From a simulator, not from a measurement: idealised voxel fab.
Title: Process Module voxel air gaps
The cross-section on display is named cut; it measures 175 nm wide, and its cells are 5 nm squares.
Reading order for cross-sections: top band down to bottom band. Underlying form: a grid of square cells. Band size: one or more rows of cells.
It is stipulated that each band's entry specify, in nanometres, the height of the top of the band and then that of its bottom, followed by the materials of the band in left-to-right sequence, each together with its width in nanometres. A single material marked by the word "full width" is understood to fill the band from edge to edge; the word "blank" is understood to denote empty space.
Heads up on the height convention: 0 is the point under which the incoming wafer is all one material, and the lowest band has no bottom, it just keeps going down, like "z 0 and below".
Quick explanation for "30..40": the width changes in equal steps down the rows of cells, from the first number in the band's top row to the second number in its bottom row.
"stayed the same" -> step changed no cross-section cell.
So "Sealed void list" is basically the list of trapped voids: any empty space of 8 cells or more that can't reach the top through an opening. They're written width x height at distance, the distance being from the left edge, and it's all nm.
Post-settings text on a step line: simulator's own remark regarding the step.
overlay nm: mask offset rightward from planned place, masked step; negative means leftward offset.

SET OUT BELOW ARE THE PLANNED STEPS OF THE PROCESS
1: RECEIVE | material Si
2: CONFORMAL_DEP | material SiO2 | thk nm 10
3: CONFORMAL_DEP | material SiN | thk nm 5
4: DIRECTIONAL_DEP | material SiO2 | thk nm 35
5: DIRECTIONAL_DEP | material aC | thk nm 15
6: PATTERN | tone open | mask id LINES | material resist | width nm 25 | pitch nm 50 | thk nm 30 | overlay nm 0
7: DIRECTIONAL_ETCH | etch materials aC | depth nm 15
8: STRIP | etch materials resist
9: DIRECTIONAL_ETCH | etch materials SiO2 | depth nm 35
10: STRIP | etch materials aC
11: CONFORMAL_DEP | material TiN | thk nm 5
12: FILL_DEP | material Cu | thk nm 5
13: CMP | height nm 50
14: EPI | material Ru | thk nm 10
15: SELECTIVE_ETCH | etch materials SiO2 | depth nm 45
16: CONFORMAL_DEP | material SiN | thk nm 5

CROSS-SECTION: WAFER ON ARRIVAL = AFTER STEP 1
z 0 and below | Si full width
Sealed void list: none

LOOKING AT THE FIRST OF TWO WAFERS IN CROSS-SECTION AT END OF MODULE - RAN TO PLAN
z 65 to 60 | blank=10, then SiN=155, then blank=10
z 60 to 50 | blank=10, then SiN=5, then Ru=45, then SiN=5, then Ru=45, then SiN=5, then Ru=45, then SiN=5, then blank=10
z 50 to 45 | blank=10, then SiN=15, then TiN=5, then Cu=15, then TiN=5, then SiN=25, then TiN=5, then Cu=15, then TiN=5, then SiN=25, then TiN=5, then Cu=15, then TiN=5, then SiN=15, then blank=10
z 45 to 20 | blank=20, then SiN=5, then TiN=5, then Cu=15, then TiN=5, then SiN=5, then blank=15, then SiN=5, then TiN=5, then Cu=15, then TiN=5, then SiN=5, then blank=15, then SiN=5, then TiN=5, then Cu=15, then TiN=5, then SiN=5, then blank=20
z 20 to 15 | SiN=25, then TiN=25, then SiN=25, then TiN=25, then SiN=25, then TiN=25, then SiN=25
z 15 to 10 | SiN full width
z 10 to 0 | SiO2 full width
z 0 and below | Si full width
Sealed void list: 15 x 25 at 55; 15 x 25 at 105

CROSS-SECTIONAL IMAGE OF THE SECOND WAFER OF THE TWO FOLLOWING COMPLETION OF THE MODULE. STARTING STATE AND PROCESS PLAN WERE THE SAME AS FOR THE FIRST WAFER; ONE EXECUTION ERROR OCCURRED
z 65 to 60 | blank=5, then SiN=165, then blank=5
z 60 to 50 | blank=5, then SiN=5, then Ru=155, then SiN=5, then blank=5
z 50 to 45 | blank=5, then SiN=15, then TiN=5, then Cu=25, then TiN=5, then SiO2=15, then TiN=5, then Cu=25, then TiN=5, then SiO2=15, then TiN=5, then Cu=25, then TiN=5, then SiN=15, then blank=5
z 45 to 20 | blank=15, then SiN=5, then TiN=5, then Cu=25, then TiN=5, then SiO2=15, then TiN=5, then Cu=25, then TiN=5, then SiO2=15, then TiN=5, then Cu=25, then TiN=5, then SiN=5, then blank=15
z 20 to 15 | SiN=20, then TiN=35, then SiO2=15, then TiN=35, then SiO2=15, then TiN=35, then SiN=20
z 15 to 10 | SiN full width
z 10 to 0 | SiO2 full width
z 0 and below | Si full width
Sealed void list: none
Misprocessing identified: not per plan at step 6, really ran PATTERN | tone open | mask id LINES | material resist | width nm 35 | pitch nm 50 | thk nm 30 | overlay nm 0
Once processing is complete, comparing cell counts shows that the second wafer has more or fewer of certain materials than the first: Cu +36; Ru +8; SiN -44; SiO2 +42; TiN +6
Final observation: first wafer, 2 closed voids; second wafer, 0 closed voids.
